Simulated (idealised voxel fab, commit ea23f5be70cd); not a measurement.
Process module heading - voxel transistor to metal
Square cell edge 5 nm, section width 300 nm, ID cut.
How to read a cross-section here: the picture is a grid of square cells, written as bands going from the top down, and any band can span one or more rows of cells.
Each band's line starts with the height of the band's top and of its bottom, in nm. Then come its materials from left to right, each with its width in nm. One material with "edge to edge" fills the band from edge to edge. "blank" is empty space.
Heads up on the height convention: 0 is the point under which the incoming wafer is all one material, and the lowest band has no bottom, it just keeps going down, like "0..down".
The two numbers in a width such as "30 to 40" mark its ends across the band: the first belongs to the top row of cells, the second to the bottom row, and from each row to the next the width moves by the same amount.
It should be understood that the words "remains unaltered", when stated for a given step, signify that the cross-section underwent no change in any of its cells during that step.
Reported under the label "Enclosed empty spaces" are the empty spaces having no open way to the top and comprising 8 cells or more; the notation for each is width x height at distance, in which the distance is measured from the left edge and all three values are in nm.
Whatever follows a step's settings on its line is a remark the simulator itself makes about that step.
overlay nm: for a step with a mask, the amount by which the mask lay right of where it was planned; a negative amount means left of it.
**Steps in the process plan**
| 1 | RECEIVE [material Si] |
| 2 | OXIDIZE [depth nm 5] |
| 3 | CONFORMAL_DEP [material SiN] [thk nm 10] |
| 4 | MASKED_ETCH [tone cover] [mask id ACTIVE] [width nm 110] [pitch nm 140] [etch materials SiN] [depth nm 10] [overlay nm 0] |
| 5 | MASKED_ETCH [tone cover] [mask id ACTIVE] [width nm 110] [pitch nm 140] [etch materials SiO2] [depth nm 5] [overlay nm 0] |
| 6 | MASKED_ETCH [tone cover] [mask id ACTIVE] [width nm 110] [pitch nm 140] [etch materials Si] [depth nm 35] [overlay nm 0] |
| 7 | FILL_DEP [material SiO2] [thk nm 15] |
| 8 | CMP [height nm 10] |
| 9 | SELECTIVE_ETCH [etch materials SiO2] [depth nm 10] |
| 10 | STRIP [etch materials SiN] |
| 11 | SELECTIVE_ETCH [etch materials SiO2] [depth nm 5] |
| 12 | OXIDIZE [depth nm 5] |
| 13 | DIRECTIONAL_DEP [material polySi] [thk nm 30] |
| 14 | DIRECTIONAL_DEP [material SiCN] [thk nm 15] |
| 15 | PATTERN [tone cover] [mask id GATE] [material resist] [width nm 20] [pitch nm 140] [thk nm 15] [overlay nm 0] |
| 16 | DIRECTIONAL_ETCH [etch materials SiCN] [depth nm 25] |
| 17 | DIRECTIONAL_ETCH [etch materials polySi] [depth nm 40] |
| 18 | STRIP [etch materials resist] |
| 19 | CONFORMAL_DEP [material SiO2] [thk nm 5] |
| 20 | DIRECTIONAL_ETCH [etch materials SiO2] [depth nm 5] |
| 21 | CONFORMAL_DEP [material SiN] [thk nm 5] |
| 22 | DIRECTIONAL_ETCH [etch materials SiN] [depth nm 5] |
| 23 | DIRECTIONAL_ETCH [etch materials SiO2] [depth nm 5] |
| 24 | DIRECTIONAL_ETCH [etch materials Si] [depth nm 15] |
| 25 | EPI [material pSi] [thk nm 15] |
| 26 | FILL_DEP [material SiO2] [thk nm 5] |
| 27 | CMP [height nm 40] |
| 28 | DIRECTIONAL_DEP [material SiO2] [thk nm 10] |
| 29 | MASKED_ETCH [tone open] [mask id CONTACT] [width nm 20] [pitch nm 70] [etch materials SiO2] [depth nm 60] [overlay nm 0] |
| 30 | CONFORMAL_DEP [material TiN] [thk nm 5] |
| 31 | FILL_DEP [material W] [thk nm 5] |
| 32 | CMP [height nm 50] |
| 33 | CONFORMAL_DEP [material SiCN] [thk nm 5] |
| 34 | DIRECTIONAL_DEP [material SiO2] [thk nm 25] |
| 35 | MASKED_ETCH [tone open] [mask id METAL_1] [width nm 20] [pitch nm 70] [etch materials SiO2] [depth nm 25] [overlay nm 0] |
| 36 | MASKED_ETCH [tone open] [mask id METAL_1] [width nm 20] [pitch nm 70] [etch materials SiCN] [depth nm 5] [overlay nm 0] |
| 37 | CONFORMAL_DEP [material TiN] [thk nm 5] |
| 38 | FILL_DEP [material Cu] [thk nm 10] |
| 39 | CMP [height nm 80] |
| 40 | EPI [material Ru] [thk nm 5] |
| 41 | FILL_DEP [material SiCN] [thk nm 5] |
**As received (post step 1): cross-section**
	0..down: Si edge to edge
	Enclosed empty spaces: none
**Starting wafer: above. Plan: above. Run: one mistake. Cross-section after the module: below**
	90..85: SiCN edge to edge
	85..80: SiCN=30 | Ru=30 | SiCN=40 | Ru=30 | SiCN=40 | Ru=30 | SiCN=40 | Ru=30 | SiCN=30
	80..55: SiO2=35 | TiN=5 | Cu=10 | TiN=5 | SiO2=50 | TiN=5 | Cu=10 | TiN=5 | SiO2=50 | TiN=5 | Cu=10 | TiN=5 | SiO2=50 | TiN=5 | Cu=10 | TiN=5 | SiO2=35
	55..50: SiCN=35 | TiN=20 | SiCN=50 | TiN=20 | SiCN=50 | TiN=20 | SiCN=50 | TiN=20 | SiCN=35
	50..40: SiO2=35 | TiN=5 | W=10 | TiN=5 | SiO2=50 | TiN=5 | W=10 | TiN=5 | SiO2=50 | TiN=5 | W=10 | TiN=5 | SiO2=50 | TiN=5 | W=10 | TiN=5 | SiO2=35
	40..25: SiO2=35 | TiN=5 | W=10 | TiN=5 | SiO2=5 | SiN=5 | SiO2=5 | SiCN=20 | SiO2=5 | SiN=5 | SiO2=5 | TiN=5 | W=10 | TiN=5 | SiO2=50 | TiN=5 | W=10 | TiN=5 | SiO2=5 | SiN=5 | SiO2=5 | SiCN=20 | SiO2=5 | SiN=5 | SiO2=5 | TiN=5 | W=10 | TiN=5 | SiO2=35
	25..10: SiO2=35 | TiN=5 | W=10 | TiN=5 | SiO2=5 | SiN=5 | SiO2=5 | polySi=20 | SiO2=5 | SiN=5 | SiO2=5 | TiN=5 | W=10 | TiN=5 | SiO2=50 | TiN=5 | W=10 | TiN=5 | SiO2=5 | SiN=5 | SiO2=5 | polySi=20 | SiO2=5 | SiN=5 | SiO2=5 | TiN=5 | W=10 | TiN=5 | SiO2=35
	10..5: SiO2=35 | TiN=20 | SiO2=5 | SiN=5 | SiO2=5 | polySi=20 | SiO2=5 | SiN=5 | SiO2=5 | TiN=20 | SiO2=50 | TiN=20 | SiO2=5 | SiN=5 | SiO2=5 | polySi=20 | SiO2=5 | SiN=5 | SiO2=5 | TiN=20 | SiO2=35
	5..-5: SiO2=35 | TiN=10 | pSi=15 | SiN=5 | SiO2=5 | polySi=20 | SiO2=5 | SiN=5 | pSi=15 | TiN=10 | SiO2=50 | TiN=10 | pSi=15 | SiN=5 | SiO2=5 | polySi=20 | SiO2=5 | SiN=5 | pSi=15 | TiN=10 | SiO2=35
	-5..-10: SiO2=35 | TiN=10 | pSi=15 | SiO2=40 | pSi=15 | TiN=10 | SiO2=50 | TiN=10 | pSi=15 | SiO2=40 | pSi=15 | TiN=10 | SiO2=35
	-10..-25: SiO2=25 | pSi=35 | Si=40 | pSi=35 | SiO2=30 | pSi=35 | Si=40 | pSi=35 | SiO2=25
	-25..-50: SiO2=25 | Si=110 | SiO2=30 | Si=110 | SiO2=25
	-50..down: Si edge to edge
	Enclosed empty spaces: none
Want to know what went wrong? for step 6, the planned setting was not used; the step was instead run as MASKED_ETCH [tone cover] [mask id ACTIVE] [width nm 110] [pitch nm 140] [etch materials Si] [depth nm 45] [overlay nm 0]
